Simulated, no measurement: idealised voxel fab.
Process module heading - voxel tone inversion
It is cross-section cut that appears here, measuring 200 nm in width, its square cells being 5 nm in size.
In this document a cross-section is written as a grid of square cells. It is given as a series of bands, listed from the top down, and a band is one or more rows of cells. The entry gives the band's vertical extent as a top height and a bottom height in nm, then its horizontal make-up as materials from left to right, each with a width in nm. "air" stands for empty space; a single material marked "edge to edge" fills the band edge to edge. Below 0: as-received wafer, all one material; heights counted from there. Lowest band: no bottom, goes on down, written "0 nm and below". The two numbers in a width such as "30 to 40" mark its ends across the band: the first belongs to the top row of cells, the second to the bottom row, and from each row to the next the width moves by the same amount. Key: "all unchanged" - step with no changed cell in the cross-section. You'll see "Cavities, sealed" listing empty spaces that have no way open to the top, as long as they're 8 cells or more; the notation is width x height at distance, where the distance is from the left edge, and all of it is in nm. Where a step's line continues beyond its settings, the continuation is a remark by the simulator itself on that step. overlay nm: right-of-plan distance of the mask on a masked step; negative values mean left-of-plan.
LIST OF PLANNED PROCESS STEPS
1 RECEIVE: material Si
2 CONFORMAL_DEP: material SiN, thk nm 5
3 DIRECTIONAL_DEP: material aC, thk nm 20
4 PATTERN: tone cover, mask id POSTS, material resist, width nm 20, pitch nm 35, thk nm 30, overlay nm 0
5 DIRECTIONAL_ETCH: etch materials aC, depth nm 20
6 STRIP: etch materials resist
7 FILL_DEP: material SiO2, thk nm 10
8 CMP: height nm 25
9 STRIP: etch materials aC
10 CONFORMAL_DEP: material TiN, thk nm 5
11 FILL_DEP: material W, thk nm 10
12 CMP: height nm 25
13 CONFORMAL_DEP: material SiCN, thk nm 5
CROSS-SECTION OF THE WAFER AT RECEIPT, WHICH IS THE CONDITION AFTER STEP 1
    0 nm and below = Si edge to edge
    Cavities, sealed: none
CROSS-SECTIONAL VIEW OF THE FIRST OF THE TWO WAFERS UPON COMPLETION OF THE MODULE, PROCESSED IN ACCORDANCE WITH THE PLAN
    30 nm to 25 nm = SiCN edge to edge
    25 nm to 10 nm = SiO2 55, TiN 5, W 10, TiN 5, SiO2 15, TiN 5, W 10, TiN 5, SiO2 15, TiN 5, W 10, TiN 5, SiO2 55
    10 nm to 5 nm = SiO2 55, TiN 20, SiO2 15, TiN 20, SiO2 15, TiN 20, SiO2 55
    5 nm to 0 nm = SiN edge to edge
    0 nm and below = Si edge to edge
    Cavities, sealed: none
NOW THE SECOND WAFER, CROSS-SECTIONED AT THE END OF THE MODULE. NOTHING DIFFERENT AT THE START, NOTHING DIFFERENT IN THE PLAN COMPARED WITH THE FIRST, JUST ONE MISTAKE WHEN IT WAS ACTUALLY RUN
    30 nm to 25 nm = SiCN edge to edge
    25 nm to 10 nm = SiO2 60, TiN 5, W 5, TiN 5, SiO2 20, TiN 5, W 5, TiN 5, SiO2 20, TiN 5, W 5, TiN 5, SiO2 55
    10 nm to 5 nm = SiO2 60, TiN 15, SiO2 20, TiN 15, SiO2 20, TiN 15, SiO2 55
    5 nm to 0 nm = SiN edge to edge
    0 nm and below = Si edge to edge
    Cavities, sealed: none
Here's what went sideways: the process deviated at step 4: the operation and settings actually run there were PATTERN: tone cover, mask id POSTS, material resist, width nm 15, pitch nm 35, thk nm 30, overlay nm 0
Heads up, by the end the second wafer has more or fewer cells of some materials compared to the first: +12 SiO2, -3 TiN, -9 W
